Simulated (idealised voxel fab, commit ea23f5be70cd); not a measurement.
This section sets out a process module, namely voxel wiring stack.
Cross-section cut spans 160 nm and uses square cells 5 nm in size.
A cross-section in this document is a grid of square cells, and it is written down as bands, the top band listed before the ones below it; a band is made up of one or more rows of cells. Basically the band line says how high the top is and how high the bottom is, in nm, and then what's in it from left to right, every material with its width in nm. Empty space shows up as "air", and if a single material carries "full width" it runs the full band edge to edge. Heights are reckoned from 0. Under this level, the received wafer is all of one material. The bottommost band is open-ended downward, for example "top 0, no bottom". Per-row width for "30 to 40": begins at first number (top row of band), ends at second number (bottom row), increment between rows held constant. You'll sometimes find "nothing was modified" written for a step, and that's the way of saying that nowhere in the cross-section did a cell change during that step. Reported under the label "Voids, sealed" are the empty spaces having no open way to the top and comprising 8 cells or more; the notation for each is width x height at distance, in which the distance is measured from the left edge and all three values are in nm. Formally, on a step line, whatever follows the settings is a remark that the simulator itself makes on the step. On any step carrying a mask, the "overlay nm" setting, if present on the step's line, tells how far right of its planned place the mask lay; negative values point to the left.
Below is the list of planned process steps
| 1 | RECEIVE,material Si |
| 2 | CONFORMAL_DEP,material SiO2,thk nm 10 |
| 3 | DIRECTIONAL_DEP,material TiN,thk nm 5 |
| 4 | DIRECTIONAL_DEP,material Ru,thk nm 25 |
| 5 | MASKED_ETCH,tone cover,mask id METAL_1,width nm 25,pitch nm 50,etch materials Ru,depth nm 25,overlay nm 0 |
| 6 | MASKED_ETCH,tone cover,mask id METAL_1,width nm 15,pitch nm 50,etch materials TiN,depth nm 5,overlay nm 0 |
| 7 | CONFORMAL_DEP,material SiN,thk nm 5 |
| 8 | FILL_DEP,material lowk,thk nm 5 |
| 9 | CMP,height nm 40 |
| 10 | CONFORMAL_DEP,material SiCN,thk nm 5 |
| 11 | DIRECTIONAL_DEP,material SiO2,thk nm 35 |
| 12 | DIRECTIONAL_DEP,material aC,thk nm 10 |
| 13 | PATTERN,tone open,mask id METAL_2_HOLES,material resist,width nm 15,pitch nm 100,thk nm 30,overlay nm 0 |
| 14 | DIRECTIONAL_ETCH,etch materials aC,depth nm 10 |
| 15 | STRIP,etch materials resist |
| 16 | DIRECTIONAL_ETCH,etch materials SiO2,depth nm 35 |
| 17 | STRIP,etch materials aC |
| 18 | PATTERN,tone open,mask id METAL_2,material resist,width nm 25,pitch nm 50,thk nm 15,overlay nm 0 |
| 19 | DIRECTIONAL_ETCH,etch materials SiO2,depth nm 20 |
| 20 | DIRECTIONAL_ETCH,etch materials SiCN,depth nm 5 |
| 21 | STRIP,etch materials resist |
| 22 | CONFORMAL_DEP,material TiN,thk nm 5 |
| 23 | FILL_DEP,material Cu,thk nm 10 |
| 24 | CMP,height nm 80 |
| 25 | CONFORMAL_DEP,material SiCN,thk nm 5 |
| 26 | DIRECTIONAL_DEP,material SiO2,thk nm 30 |
| 27 | MASKED_ETCH,tone open,mask id METAL_3,width nm 25,pitch nm 50,etch materials SiO2,depth nm 15,overlay nm 0 |
| 28 | DIRECTIONAL_DEP,material aC,thk nm 10 |
| 29 | PATTERN,tone open,mask id METAL_3_HOLES,material resist,width nm 15,pitch nm 100,thk nm 30,overlay nm 0 |
| 30 | DIRECTIONAL_ETCH,etch materials aC,depth nm 10 |
| 31 | STRIP,etch materials resist |
| 32 | DIRECTIONAL_ETCH,etch materials SiO2,depth nm 15 |
| 33 | DIRECTIONAL_ETCH,etch materials SiCN,depth nm 5 |
| 34 | STRIP,etch materials aC |
| 35 | CONFORMAL_DEP,material TiN,thk nm 5 |
| 36 | FILL_DEP,material Ru,thk nm 5 |
| 37 | CMP,height nm 115 |
| 38 | CONFORMAL_DEP,material SiCN,thk nm 5 |
| 39 | DIRECTIONAL_DEP,material lowk,thk nm 25 |
| 40 | DIRECTIONAL_DEP,material aC,thk nm 15 |
| 41 | PATTERN,tone open,mask id METAL_4_HOLES,material resist,width nm 15,pitch nm 100,thk nm 30,overlay nm 0 |
| 42 | DIRECTIONAL_ETCH,etch materials aC,depth nm 15 |
| 43 | STRIP,etch materials resist |
| 44 | DIRECTIONAL_ETCH,etch materials lowk,depth nm 25 |
| 45 | STRIP,etch materials aC |
| 46 | DIRECTIONAL_DEP,material aC,thk nm 15 |
| 47 | PATTERN,tone open,mask id METAL_4,material resist,width nm 25,pitch nm 50,thk nm 30,overlay nm 0 |
| 48 | DIRECTIONAL_ETCH,etch materials aC,depth nm 15 |
| 49 | STRIP,etch materials resist |
| 50 | DIRECTIONAL_ETCH,etch materials lowk,depth nm 15 |
| 51 | DIRECTIONAL_ETCH,etch materials SiCN,depth nm 5 |
| 52 | STRIP,etch materials aC |
| 53 | CONFORMAL_DEP,material TiN,thk nm 5 |
| 54 | FILL_DEP,material Ru,thk nm 10 |
| 55 | CMP,height nm 145 |
| 56 | CONFORMAL_DEP,material SiN,thk nm 5 |
varied across the wafers: width nm of step 6. The plan shows the first wafer's value. All wafers start alike
Cross-section, first of several wafers, as delivered after step 1
	top 0, no bottom | Si full width
	Voids, sealed: none
First wafer at the end, after step 56
	top 150, bottom 145 | SiN full width
	top 145, bottom 135 | 15 lowk, 5 TiN, 15 Ru, 5 TiN, 25 lowk, 5 TiN, 15 Ru, 5 TiN, 25 lowk, 5 TiN, 15 Ru, 5 TiN, 20 lowk
	top 135, bottom 130 | 15 lowk, 5 TiN, 5 Ru, 15 TiN, 25 lowk, 25 TiN, 25 lowk, 5 TiN, 5 Ru, 15 TiN, 20 lowk
	top 130, bottom 120 | 15 lowk, 5 TiN, 5 Ru, 5 TiN, 85 lowk, 5 TiN, 5 Ru, 5 TiN, 30 lowk
	top 120, bottom 115 | 15 SiCN, 15 TiN, 85 SiCN, 15 TiN, 30 SiCN
	top 115, bottom 105 | 15 SiO2, 5 TiN, 15 Ru, 5 TiN, 25 SiO2, 5 TiN, 15 Ru, 5 TiN, 25 SiO2, 5 TiN, 15 Ru, 5 TiN, 20 SiO2
	top 105, bottom 100 | 15 SiO2, 5 TiN, 5 Ru, 15 TiN, 25 SiO2, 25 TiN, 25 SiO2, 5 TiN, 5 Ru, 15 TiN, 20 SiO2
	top 100, bottom 85 | 15 SiO2, 5 TiN, 5 Ru, 5 TiN, 85 SiO2, 5 TiN, 5 Ru, 5 TiN, 30 SiO2
	top 85, bottom 80 | 15 SiCN, 15 TiN, 85 SiCN, 15 TiN, 30 SiCN
	top 80, bottom 65 | 15 SiO2, 5 TiN, 15 Cu, 5 TiN, 25 SiO2, 5 TiN, 15 Cu, 5 TiN, 25 SiO2, 5 TiN, 15 Cu, 5 TiN, 20 SiO2
	top 65, bottom 60 | 15 SiO2, 5 TiN, 5 Cu, 15 TiN, 25 SiO2, 25 TiN, 25 SiO2, 5 TiN, 5 Cu, 15 TiN, 20 SiO2
	top 60, bottom 45 | 15 SiO2, 5 TiN, 5 Cu, 5 TiN, 85 SiO2, 5 TiN, 5 Cu, 5 TiN, 30 SiO2
	top 45, bottom 40 | 15 SiCN, 15 TiN, 85 SiCN, 15 TiN, 30 SiCN
	top 40, bottom 15 | 10 lowk, 5 SiN, 25 Ru, 5 SiN, 15 lowk, 5 SiN, 25 Ru, 5 SiN, 15 lowk, 5 SiN, 25 Ru, 5 SiN, 15 lowk
	top 15, bottom 10 | 15 SiN, 25 TiN, 25 SiN, 25 TiN, 25 SiN, 25 TiN, 20 SiN
	top 10, bottom 0 | SiO2 full width
	top 0, no bottom | Si full width
	Voids, sealed: none
Cross-sectional view of the final wafer of several at the module's end
	top 150, bottom 145 | SiN full width
	top 145, bottom 135 | 15 lowk, 5 TiN, 15 Ru, 5 TiN, 25 lowk, 5 TiN, 15 Ru, 5 TiN, 25 lowk, 5 TiN, 15 Ru, 5 TiN, 20 lowk
	top 135, bottom 130 | 15 lowk, 5 TiN, 5 Ru, 15 TiN, 25 lowk, 25 TiN, 25 lowk, 5 TiN, 5 Ru, 15 TiN, 20 lowk
	top 130, bottom 120 | 15 lowk, 5 TiN, 5 Ru, 5 TiN, 85 lowk, 5 TiN, 5 Ru, 5 TiN, 30 lowk
	top 120, bottom 115 | 15 SiCN, 15 TiN, 85 SiCN, 15 TiN, 30 SiCN
	top 115, bottom 105 | 15 SiO2, 5 TiN, 15 Ru, 5 TiN, 25 SiO2, 5 TiN, 15 Ru, 5 TiN, 25 SiO2, 5 TiN, 15 Ru, 5 TiN, 20 SiO2
	top 105, bottom 100 | 15 SiO2, 5 TiN, 5 Ru, 15 TiN, 25 SiO2, 25 TiN, 25 SiO2, 5 TiN, 5 Ru, 15 TiN, 20 SiO2
	top 100, bottom 85 | 15 SiO2, 5 TiN, 5 Ru, 5 TiN, 85 SiO2, 5 TiN, 5 Ru, 5 TiN, 30 SiO2
	top 85, bottom 80 | 15 SiCN, 15 TiN, 85 SiCN, 15 TiN, 30 SiCN
	top 80, bottom 65 | 15 SiO2, 5 TiN, 15 Cu, 5 TiN, 25 SiO2, 5 TiN, 15 Cu, 5 TiN, 25 SiO2, 5 TiN, 15 Cu, 5 TiN, 20 SiO2
	top 65, bottom 60 | 15 SiO2, 5 TiN, 5 Cu, 15 TiN, 25 SiO2, 25 TiN, 25 SiO2, 5 TiN, 5 Cu, 15 TiN, 20 SiO2
	top 60, bottom 45 | 15 SiO2, 5 TiN, 5 Cu, 5 TiN, 85 SiO2, 5 TiN, 5 Cu, 5 TiN, 30 SiO2
	top 45, bottom 40 | 15 SiCN, 15 TiN, 85 SiCN, 15 TiN, 30 SiCN
	top 40, bottom 20 | 10 lowk, 5 SiN, 25 Ru, 5 SiN, 15 lowk, 5 SiN, 25 Ru, 5 SiN, 15 lowk, 5 SiN, 25 Ru, 5 SiN, 15 lowk
	top 20, bottom 15 | 10 lowk, 5 SiN, 25 Ru, 10 SiN, 10 lowk, 5 SiN, 25 Ru, 10 SiN, 10 lowk, 5 SiN, 25 Ru, 10 SiN, 10 lowk
	top 15, bottom 10 | 15 SiN, 30 TiN, 20 SiN, 30 TiN, 20 SiN, 30 TiN, 15 SiN
	top 10, bottom 0 | SiO2 full width
	top 0, no bottom | Si full width
	Voids, sealed: none
Quick key for the table: a row per wafer, taken at the end of the module. For each material it tells you how many cells the wafer gained (+) or lost (-) since it came in, and the closed voids come after
width nm 15; +35 Cu; +125 Ru; +78 SiCN; +79 SiN; +339 SiO2; +146 TiN; +158 lowk; Voids, sealed: none
width nm 20; +35 Cu; +125 Ru; +78 SiCN; +79 SiN; +339 SiO2; +146 TiN; +158 lowk; Voids, sealed: none
width nm 25; +35 Cu; +125 Ru; +78 SiCN; +79 SiN; +339 SiO2; +146 TiN; +158 lowk; Voids, sealed: none
width nm 30; +35 Cu; +125 Ru; +78 SiCN; +79 SiN; +339 SiO2; +149 TiN; +155 lowk; Voids, sealed: none
